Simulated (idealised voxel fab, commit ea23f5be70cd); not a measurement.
Process module under the name voxel gate over fins
Square cell edge 5 nm, section width 235 nm, ID cut.
A cross-section is a grid of square cells, given in bands from the top down. A band is one or more rows of cells. A band entry consists of two parts. The first gives the height of the band's top and the height of its bottom, in nm. The rest lists the band's materials from left to right, each with its width in nm. A single material labelled with the word "full width" fills the band from edge to edge, and the word "air" marks empty space. Counting heights begins at 0, where everything beneath is, in the wafer as received, one material. The lowest band has no bottom; it goes on downwards, as "0 nm and below" shows. So if you see something like "30 to 40" for the width, read it as the top row of the band sitting at the first number and the bottom row at the second, with every row in between moving by the same amount as the last. "all unchanged" after a step means that no cell of the cross-section changed. Trapped voids: empty space of 8 cells or more with no open way to the top, each as width x height at its distance from the left edge, in nm. What comes after the settings on a step's line is commentary from the simulator itself on that step. The setting "overlay nm" may be written on the line of a step. When the step uses a mask, the value reports how far to the right of the planned place the mask lay, and a negative value reports that it lay to the left.

## Below is the list of planned process steps
1) RECEIVE, material Si
2) CONFORMAL_DEP, material SiN, thk nm 10
3) PATTERN, tone cover, mask id FINS, material resist, width nm 15, pitch nm 55, thk nm 15, overlay nm 0
4) DIRECTIONAL_ETCH, etch materials SiN, depth nm 10
5) DIRECTIONAL_ETCH, etch materials Si, depth nm 40
6) STRIP, etch materials resist
7) OXIDIZE, depth nm 5
8) FILL_DEP, material SiO2, thk nm 5
9) CMP, height nm 10
10) DIRECTIONAL_DEP, material aC, thk nm 15
11) PATTERN, tone open, mask id RAIL, material resist, width nm 15, thk nm 30, overlay nm 0
12) DIRECTIONAL_ETCH, etch materials aC, depth nm 15
13) STRIP, etch materials resist
14) DIRECTIONAL_ETCH, etch materials SiO2, depth nm 45
15) STRIP, etch materials aC
16) CONFORMAL_DEP, material TiN, thk nm 5
17) FILL_DEP, material Ru, thk nm 10
18) CMP, height nm 10
19) SELECTIVE_ETCH, etch materials W Ru TiN, depth nm 30
20) FILL_DEP, material SiO2, thk nm 5
21) CMP, height nm 10
22) SELECTIVE_ETCH, etch materials SiO2, depth nm 25
23) STRIP, etch materials SiN
24) CONFORMAL_DEP, material HfO2, thk nm 5
25) CONFORMAL_DEP, material TiN, thk nm 5
26) FILL_DEP, material W, thk nm 10
27) CMP, height nm 15
28) CONFORMAL_DEP, material SiN, thk nm 10
The plan shows the width nm of step 11 as the first wafer had it; this setting differs between the wafers, which start out alike.

## Cross-section of the first of several received wafers, showing its state after step 1
    0 nm and below  Si full width
    Trapped voids: none

## Where each wafer stands at the end of the module, a row apiece: cells of each material gained (+) or lost (-) since it was received, then closed voids
width nm 15; +65 HfO2; +2 Ru; -396 Si; +94 SiN; +255 SiO2; +72 TiN; +143 W; Trapped voids: none
width nm 20; +65 HfO2; +4 Ru; -396 Si; +94 SiN; +252 SiO2; +73 TiN; +143 W; Trapped voids: none
width nm 25; +65 HfO2; +6 Ru; -396 Si; +94 SiN; +249 SiO2; +74 TiN; +143 W; Trapped voids: none
width nm 30; +65 HfO2; +8 Ru; -396 Si; +94 SiN; +246 SiO2; +75 TiN; +143 W; Trapped voids: none
